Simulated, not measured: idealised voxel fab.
The following is a process module called voxel spacer lines.
Displayed cross-section: cut, width of 255 nm, square cells sized 5 nm.
Format of a cross-section: grid, square cells. Given as bands. Order: top down. Band: one or more rows of cells.
The band entry comprises the height of the band's top followed by the height of its bottom, expressed in nm, and subsequently the band's materials from left to right, each stated together with its width in nm. Where a single material is marked with the word "all across", that material fills the band from edge to edge. The word "empty" represents empty space.
Height datum 0, below which the as-received substrate wafer is one material. Lowest band open at the bottom, running downward: "top 0, no bottom".
Per-row width for "30..40": begins at first number (top row of band), ends at second number (bottom row), increment between rows held constant.
"nothing got changed" for a step: no cell of the cross-section changed in that step.
In "closed voids" the enclosed voids are listed, meaning empty spaces of 8 cells or larger without any opening to the top. The form is width x height at distance, distance from the left edge, units nm.
The remark found on a step's line after its settings is issued by the simulator itself and pertains to that step.
A step's line can hold "overlay nm"; with a mask on that step, the setting says how far right of the planned place the mask lay, while a negative setting says it lay to the left.

### Set out below are the planned steps of the process
1. RECEIVE (material Si)
2. CONFORMAL_DEP (material Al2O3; thk nm 5)
3. DIRECTIONAL_DEP (material SiN; thk nm 10)
4. DIRECTIONAL_DEP (material aC; thk nm 25)
5. PATTERN (tone cover; mask id MANDREL; material resist; width nm 20; pitch nm 60; thk nm 35; overlay nm 0)
6. DIRECTIONAL_ETCH (etch materials aC; depth nm 25)
7. STRIP (etch materials resist)
8. CONFORMAL_DEP (material SiO2; thk nm 10)
9. DIRECTIONAL_ETCH (etch materials SiO2; depth nm 10)
10. STRIP (etch materials aC)
11. DIRECTIONAL_ETCH (etch materials SiN; depth nm 10)
12. STRIP (etch materials SiO2)
13. FILL_DEP (material SiO2; thk nm 10)
14. CMP (height nm 15)

### First wafer out of two, processed as planned

### Cross-section of the wafer at receipt, which is the condition after step 1
- top 0, no bottom | Si all across
- closed voids: none

### Step 2 complete: cross-section through the wafer
- top 5, bottom 0 | Al2O3 all across
- Unchanged below 0.

### Step 3 complete: cross-section through the wafer
- top 15, bottom 5 | SiN all across
- Unchanged below 5.

### Step 4 complete: cross-section through the wafer
- top 40, bottom 15 | aC all across
- Unchanged below 15.

### Step 5 complete: cross-section through the wafer
- top 75, bottom 40 | empty: 55  resist: 20  empty: 40  resist: 20  empty: 40  resist: 20  empty: 60
- Unchanged below 40.

### Step 6 complete: cross-section through the wafer
- top 50, bottom 40 | empty: 55  resist: 20  empty: 40  resist: 20  empty: 40  resist: 20  empty: 60
- top 40, bottom 15 | empty: 55  aC: 20  empty: 40  aC: 20  empty: 40  aC: 20  empty: 60
- Unchanged below 15.

### Step 7 complete: cross-section through the wafer
- top 40, bottom 15 | empty: 55  aC: 20  empty: 40  aC: 20  empty: 40  aC: 20  empty: 60
- Unchanged below 15.

### Step 8 complete: cross-section through the wafer
- top 50, bottom 40 | empty: 45  SiO2: 40  empty: 20  SiO2: 40  empty: 20  SiO2: 40  empty: 50
- top 40, bottom 25 | empty: 45  SiO2: 10  aC: 20  SiO2: 10  empty: 20  SiO2: 10  aC: 20  SiO2: 10  empty: 20  SiO2: 10  aC: 20  SiO2: 10  empty: 50
- top 25, bottom 15 | SiO2: 55  aC: 20  SiO2: 40  aC: 20  SiO2: 40  aC: 20  SiO2: 60
- Unchanged below 15.

### Step 9 complete: cross-section through the wafer
- top 40, bottom 15 | empty: 45  SiO2: 10  aC: 20  SiO2: 10  empty: 20  SiO2: 10  aC: 20  SiO2: 10  empty: 20  SiO2: 10  aC: 20  SiO2: 10  empty: 50
- Unchanged below 15.

### Step 10 complete: cross-section through the wafer
- top 40, bottom 15 | empty: 45  SiO2: 10  empty: 20  SiO2: 10  empty: 20  SiO2: 10  empty: 20  SiO2: 10  empty: 20  SiO2: 10  empty: 20  SiO2: 10  empty: 50
- Unchanged below 15.

### Step 11 complete: cross-section through the wafer
- top 40, bottom 15 | empty: 45  SiO2: 10  empty: 20  SiO2: 10  empty: 20  SiO2: 10  empty: 20  SiO2: 10  empty: 20  SiO2: 10  empty: 20  SiO2: 10  empty: 50
- top 15, bottom 5 | empty: 45  SiN: 10  empty: 20  SiN: 10  empty: 20  SiN: 10  empty: 20  SiN: 10  empty: 20  SiN: 10  empty: 20  SiN: 10  empty: 50
- Unchanged below 5.

### Step 12 complete: cross-section through the wafer
- top 15, bottom 5 | empty: 45  SiN: 10  empty: 20  SiN: 10  empty: 20  SiN: 10  empty: 20  SiN: 10  empty: 20  SiN: 10  empty: 20  SiN: 10  empty: 50
- Unchanged below 5.

### Step 13 complete: cross-section through the wafer
- top 25, bottom 15 | SiO2 all across
- top 15, bottom 5 | SiO2: 45  SiN: 10  SiO2: 20  SiN: 10  SiO2: 20  SiN: 10  SiO2: 20  SiN: 10  SiO2: 20  SiN: 10  SiO2: 20  SiN: 10  SiO2: 50
- Unchanged below 5.

### Step 14 complete: cross-section through the wafer
- top 15, bottom 5 | SiO2: 45  SiN: 10  SiO2: 20  SiN: 10  SiO2: 20  SiN: 10  SiO2: 20  SiN: 10  SiO2: 20  SiN: 10  SiO2: 20  SiN: 10  SiO2: 50
- Unchanged below 5.

### The Second Wafer: Common Origin and Plan, One Mistake in Execution, Identical to the First Through Step 4

### At the planned end of step 5, the second wafer in cross-section
- top 75, bottom 40 | empty: 65  resist: 20  empty: 40  resist: 20  empty: 40  resist: 20  empty: 50
- Unchanged below 40.

### At the planned end of step 6, the second wafer in cross-section
- top 50, bottom 40 | empty: 65  resist: 20  empty: 40  resist: 20  empty: 40  resist: 20  empty: 50
- top 40, bottom 15 | empty: 65  aC: 20  empty: 40  aC: 20  empty: 40  aC: 20  empty: 50
- Unchanged below 15.

### At the planned end of step 7, the second wafer in cross-section
- top 40, bottom 15 | empty: 65  aC: 20  empty: 40  aC: 20  empty: 40  aC: 20  empty: 50
- Unchanged below 15.

### At the planned end of step 8, the second wafer in cross-section
- top 50, bottom 40 | empty: 55  SiO2: 40  empty: 20  SiO2: 40  empty: 20  SiO2: 40  empty: 40
- top 40, bottom 25 | empty: 55  SiO2: 10  aC: 20  SiO2: 10  empty: 20  SiO2: 10  aC: 20  SiO2: 10  empty: 20  SiO2: 10  aC: 20  SiO2: 10  empty: 40
- top 25, bottom 15 | SiO2: 65  aC: 20  SiO2: 40  aC: 20  SiO2: 40  aC: 20  SiO2: 50
- Unchanged below 15.

### At the planned end of step 9, the second wafer in cross-section
- top 40, bottom 15 | empty: 55  SiO2: 10  aC: 20  SiO2: 10  empty: 20  SiO2: 10  aC: 20  SiO2: 10  empty: 20  SiO2: 10  aC: 20  SiO2: 10  empty: 40
- Unchanged below 15.

### At the planned end of step 10, the second wafer in cross-section
- top 40, bottom 15 | empty: 55  SiO2: 10  empty: 20  SiO2: 10  empty: 20  SiO2: 10  empty: 20  SiO2: 10  empty: 20  SiO2: 10  empty: 20  SiO2: 10  empty: 40
- Unchanged below 15.

### At the planned end of step 11, the second wafer in cross-section
- top 40, bottom 15 | empty: 55  SiO2: 10  empty: 20  SiO2: 10  empty: 20  SiO2: 10  empty: 20  SiO2: 10  empty: 20  SiO2: 10  empty: 20  SiO2: 10  empty: 40
- top 15, bottom 5 | empty: 55  SiN: 10  empty: 20  SiN: 10  empty: 20  SiN: 10  empty: 20  SiN: 10  empty: 20  SiN: 10  empty: 20  SiN: 10  empty: 40
- Unchanged below 5.

### At the planned end of step 12, the second wafer in cross-section
- top 15, bottom 5 | empty: 55  SiN: 10  empty: 20  SiN: 10  empty: 20  SiN: 10  empty: 20  SiN: 10  empty: 20  SiN: 10  empty: 20  SiN: 10  empty: 40
- Unchanged below 5.

### At the planned end of step 13, the second wafer in cross-section
- top 25, bottom 15 | SiO2 all across
- top 15, bottom 5 | SiO2: 55  SiN: 10  SiO2: 20  SiN: 10  SiO2: 20  SiN: 10  SiO2: 20  SiN: 10  SiO2: 20  SiN: 10  SiO2: 20  SiN: 10  SiO2: 40
- Unchanged below 5.

### At the planned end of step 14, the second wafer in cross-section
- top 15, bottom 5 | SiO2: 55  SiN: 10  SiO2: 20  SiN: 10  SiO2: 20  SiN: 10  SiO2: 20  SiN: 10  SiO2: 20  SiN: 10  SiO2: 20  SiN: 10  SiO2: 40
- Unchanged below 5.
Processing error: step 5 changed vs plan, executed as PATTERN (tone cover; mask id MANDREL; material resist; width nm 20; pitch nm 60; thk nm 35; overlay nm 10)
So at the finish, the second wafer's got exactly as many cells of each material as the first, just not in the same spots.
